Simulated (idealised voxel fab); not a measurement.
process module | voxel gate over fins
cross-section cut | 260 nm wide | cells 5 nm
A cross-section is a grid of square cells, given in bands from the top down. A band is one or more rows of cells.
Each band's line starts with the height of the band's top and of its bottom, in nm. Then come its materials from left to right, each with its width in nm. One material with "throughout" fills the band from edge to edge. "air" is empty space.
Height 0 is the level under which the wafer as received is all one material. The lowest band goes on downwards, as in "0 down".
A width such as "30 to 40" changes by the same amount from each row of cells to the next, from the band's top row to its bottom row.
"no change" after a step means that no cell of the cross-section changed.
closed voids: empty space of 8 cells or more with no open way to the top, each as width x height at its distance from the left edge, in nm
after a step's settings: what the simulator itself notes on the step
overlay nm, on a step with a mask: how far to the right of its planned place the mask lay; to the left if negative
plan
1 op RECEIVE | material Si
2 op CONFORMAL_DEP | material SiN | thk nm 10
3 op DIRECTIONAL_DEP | material aC | thk nm 10
4 op PATTERN | tone cover | mask id FINS | material resist | width nm 15 | pitch nm 40 | thk nm 30 | overlay nm 0
5 op DIRECTIONAL_ETCH | etch materials aC | depth nm 10
6 op STRIP | etch materials resist
7 op DIRECTIONAL_ETCH | etch materials SiN | depth nm 10
8 op DIRECTIONAL_ETCH | etch materials Si | depth nm 30
9 op STRIP | etch materials aC
10 op FILL_DEP | material SiO2 | thk nm 5
11 op CMP | height nm 10
12 op SELECTIVE_ETCH | etch materials SiO2 | depth nm 25
13 op STRIP | etch materials SiN
14 op CONFORMAL_DEP | material HfO2 | thk nm 5
15 op CONFORMAL_DEP | material TiN | thk nm 5
16 op CONFORMAL_DEP | material TiAl | thk nm 5
17 op CONFORMAL_DEP | material TiN | thk nm 5
18 op FILL_DEP | material W | thk nm 10
19 op CMP | height nm 25
20 op CONFORMAL_DEP | material SiCN | thk nm 10
as received, after step 1
  0 down: Si throughout
  closed voids: none
a wafer at the end: this start, this plan, one mistake
  35 to 25: SiCN throughout
  25 to 15: W throughout
  15 to 5: W 85 | TiN 85 | W 90
  5 to 0: W 85 | TiN 10 | HfO2 25 | TiN 15 | HfO2 25 | TiN 10 | W 90
  0 to -10: TiN 95 | HfO2 5 | Si 15 | HfO2 5 | TiN 15 | HfO2 5 | Si 15 | HfO2 5 | TiN 100
  -10 to -15: HfO2 100 | Si 15 | HfO2 25 | Si 15 | HfO2 105
  -15 to -30: SiO2 100 | Si 15 | SiO2 25 | Si 15 | SiO2 105
  -30 down: Si throughout
  closed voids: none
what went wrong: step 16 was left out
